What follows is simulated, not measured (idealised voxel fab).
process module | voxel self aligned vias
We display cut, a cross-section 260 nm in width whose square cells are each 5 nm.
Square cells in a grid make up a cross-section in this document, and the grid is given as bands, listed from the top down, each one or more rows of cells.
Top, bottom (nm), then materials left to right with widths (nm); lone material tagged "all across" fills the whole band edge to edge; "empty" = empty space.
Height reference: 0 = level under which incoming wafer is all one material. Lowest band: no bottom, runs on downward, e.g. "z 0 and below".
A width such as "30..40" changes by the same amount from each row of cells to the next, from the band's top row to its bottom row.
"no alterations made", as given for a step, is the statement that not any cell of the cross-section underwent a change during that step.
The list in "Non-vented voids" covers empty spaces of 8 cells or more that cannot reach the top through any open way, and it gives each as width x height at distance; the distance is from the left edge, and width, height and distance are in nm.
Post-settings text on a step line: simulator's own remark regarding the step.
When a step includes a mask, the "overlay nm" setting on its line states how far to the right of its planned place that mask lay, and negative values state how far to the left.

# This section lists the process steps that were planned
1 op RECEIVE | material Si
2 op CONFORMAL_DEP | material SiO2 | thk nm 10
3 op CONFORMAL_DEP | material SiCN | thk nm 5
4 op DIRECTIONAL_DEP | material lowk | thk nm 30
5 op PATTERN | tone open | mask id LINES | material resist | width nm 20 | pitch nm 50 | thk nm 20 | overlay nm -15
6 op DIRECTIONAL_ETCH | etch materials lowk | depth nm 30
7 op STRIP | etch materials resist
8 op CONFORMAL_DEP | material TiN | thk nm 5
9 op FILL_DEP | material W | thk nm 10
10 op CMP | height nm 45
11 op SELECTIVE_ETCH | etch materials W Ru TiN | depth nm 5
12 op FILL_DEP | material SiN | thk nm 10
13 op CMP | height nm 45
14 op DIRECTIONAL_DEP | material lowk | thk nm 20
15 op MASKED_ETCH | tone open | mask id VIAS | width nm 30 | etch materials lowk | depth nm 20 | overlay nm 0
16 op MASKED_ETCH | tone open | mask id VIAS | width nm 30 | etch materials SiN | depth nm 5 | overlay nm 0
17 op CONFORMAL_DEP | material TiN | thk nm 5
18 op FILL_DEP | material Cu | thk nm 5
19 op CMP | height nm 65
20 op CONFORMAL_DEP | material SiCN | thk nm 5
Don't read the plan's overlay nm for step 5 as applying to every wafer: that's the first wafer's value, and the wafers differ in it, though they all start identical.

# Step 1 complete: as-received cross-section of the first of several wafers
> z 0 and below  Si all across
> Non-vented voids: none

# Below is a per-wafer table. In it, each row describes the wafer at the end of the module by giving, for each material, the number of cells gained (+) or lost (-) since the wafer was received, and after that the closed voids of the wafer
overlay nm -15, +12 Cu, +104 SiCN, +6 SiN, +104 SiO2, +38 TiN, +16 W, +448 lowk, Non-vented voids: none
overlay nm -10, +13 Cu, +104 SiCN, +5 SiN, +104 SiO2, +38 TiN, +16 W, +448 lowk, Non-vented voids: none
overlay nm -5, +14 Cu, +104 SiCN, +4 SiN, +104 SiO2, +38 TiN, +16 W, +448 lowk, Non-vented voids: none
overlay nm 0, +14 Cu, +104 SiCN, +4 SiN, +104 SiO2, +38 TiN, +16 W, +448 lowk, Non-vented voids: none
overlay nm 5, +14 Cu, +104 SiCN, +4 SiN, +104 SiO2, +38 TiN, +16 W, +448 lowk, Non-vented voids: none
overlay nm 10, +13 Cu, +104 SiCN, +5 SiN, +104 SiO2, +38 TiN, +16 W, +448 lowk, Non-vented voids: none
overlay nm 15, +12 Cu, +104 SiCN, +6 SiN, +104 SiO2, +38 TiN, +16 W, +448 lowk, Non-vented voids: none
